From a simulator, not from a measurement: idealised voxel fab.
Presented below is a process module, voxel ribs on slabs.
Each square cell in cross-section cut measures 5 nm, and the section as a whole is 260 nm wide.
Heads up, the way a cross-section reads in here is a grid of square cells, handed over as bands from the top down, with every band being one or more rows of cells.
It is stipulated that each band's entry specify, in nanometres, the height of the top of the band and then that of its bottom, followed by the materials of the band in left-to-right sequence, each together with its width in nanometres. A single material marked by the word "full width" is understood to fill the band from edge to edge; the word "air" is understood to denote empty space.
Heads up on the height convention: 0 is the point under which the incoming wafer is all one material, and the lowest band has no bottom, it just keeps going down, like "0 and below".
The width entry "30..40" should be interpreted row by row: the top row of cells in the band takes the first number, the bottom row takes the second number, and the change between adjacent rows is uniform throughout.
"no change" after a step means that no cell of the cross-section changed.
Under "Closed internal cavities" you'll find the enclosed gaps, the ones with no way out to the top, that are 8 cells or bigger; each reads width x height at distance, with distance counted from the left edge, everything in nm.
Step line, after settings: the simulator's comment on this step.
The "overlay nm" setting may appear on a step's line; for a step that uses a mask, it gives how far to the right of its planned position the mask lay, and a negative value indicates the left.
Planned step list for the process
1. RECEIVE, material Si
2. DIRECTIONAL_DEP, material SiO2, thk nm 20
3. DIRECTIONAL_DEP, material SiN, thk nm 15
4. DIRECTIONAL_DEP, material aC, thk nm 10
5. PATTERN, tone cover, mask id RIB, material resist, width nm 20, thk nm 25, overlay nm 0
6. DIRECTIONAL_ETCH, etch materials aC, depth nm 10
7. STRIP, etch materials resist
8. DIRECTIONAL_ETCH, etch materials SiN, depth nm 10
9. STRIP, etch materials aC
10. MASKED_ETCH, tone cover, mask id SLAB, width nm 70, etch materials SiN, depth nm 5, overlay nm 0
11. FILL_DEP, material SiO2, thk nm 20
12. CMP, height nm 45
13. DIRECTIONAL_DEP, material TiN, thk nm 10
14. PATTERN, tone cover, mask id HEATER, material resist, width nm 30, thk nm 15, overlay nm 0
15. DIRECTIONAL_ETCH, etch materials TiN, depth nm 10
16. STRIP, etch materials resist
17. CONFORMAL_DEP, material SiO2, thk nm 10
Wafer, first of two, run as planned
Cross-section of the wafer upon arrival, representing the state reached after step 1
0 and below: Si full width
Closed internal cavities: none
You're looking at a cross-section of the wafer after step 2
20 down to 0: SiO2 full width
Under 0: no change, same as before.
You're looking at a cross-section of the wafer after step 3
35 down to 20: SiN full width
Under 20: no change, same as before.
You're looking at a cross-section of the wafer after step 4
45 down to 35: aC full width
Under 35: no change, same as before.
You're looking at a cross-section of the wafer after step 5
70 down to 45: air: 120; resist: 20; air: 120
Under 45: no change, same as before.
You're looking at a cross-section of the wafer after step 6
60 down to 45: air: 120; resist: 20; air: 120
45 down to 35: air: 120; aC: 20; air: 120
Under 35: no change, same as before.
You're looking at a cross-section of the wafer after step 7
45 down to 35: air: 120; aC: 20; air: 120
Under 35: no change, same as before.
You're looking at a cross-section of the wafer after step 8
45 down to 35: air: 120; aC: 20; air: 120
35 down to 25: air: 120; SiN: 20; air: 120
Under 25: no change, same as before.
You're looking at a cross-section of the wafer after step 9
35 down to 25: air: 120; SiN: 20; air: 120
Under 25: no change, same as before.
You're looking at a cross-section of the wafer after step 10
35 down to 25: air: 120; SiN: 20; air: 120
25 down to 20: air: 95; SiN: 70; air: 95
Under 20: no change, same as before.
You're looking at a cross-section of the wafer after step 11
55 down to 35: SiO2 full width
35 down to 25: SiO2: 120; SiN: 20; SiO2: 120
25 down to 20: SiO2: 95; SiN: 70; SiO2: 95
Under 20: no change, same as before.
You're looking at a cross-section of the wafer after step 12
45 down to 35: SiO2 full width
Under 35: no change, same as before.
You're looking at a cross-section of the wafer after step 13
55 down to 45: TiN full width
Under 45: no change, same as before.
You're looking at a cross-section of the wafer after step 14
70 down to 55: air: 115; resist: 30; air: 115
Under 55: no change, same as before.
You're looking at a cross-section of the wafer after step 15
70 down to 55: air: 115; resist: 30; air: 115
55 down to 45: air: 115; TiN: 30; air: 115
Under 45: no change, same as before.
You're looking at a cross-section of the wafer after step 16
55 down to 45: air: 115; TiN: 30; air: 115
Under 45: no change, same as before.
You're looking at a cross-section of the wafer after step 17
65 down to 55: air: 105; SiO2: 50; air: 105
55 down to 45: SiO2: 115; TiN: 30; SiO2: 115
Under 45: no change, same as before.
Second wafer, same starting state and plan as the first, one mistake in the run, identical through step 13
Second wafer, cut view, end of step 14 per plan
70 down to 55: air: 120; resist: 25; air: 115
Under 55: no change, same as before.
Second wafer, cut view, end of step 15 per plan
70 down to 55: air: 120; resist: 25; air: 115
55 down to 45: air: 120; TiN: 25; air: 115
Under 45: no change, same as before.
Second wafer, cut view, end of step 16 per plan
55 down to 45: air: 120; TiN: 25; air: 115
Under 45: no change, same as before.
Second wafer, cut view, end of step 17 per plan
65 down to 55: air: 110; SiO2: 45; air: 105
55 down to 45: SiO2: 120; TiN: 25; SiO2: 115
Under 45: no change, same as before.
The plan and the run diverged here: step 14 was not run as planned; what actually ran was PATTERN, tone cover, mask id HEATER, material resist, width nm 25, thk nm 15, overlay nm 0
Once processing is complete, comparing cell counts shows that the second wafer has more or fewer of certain materials than the first: TiN -2
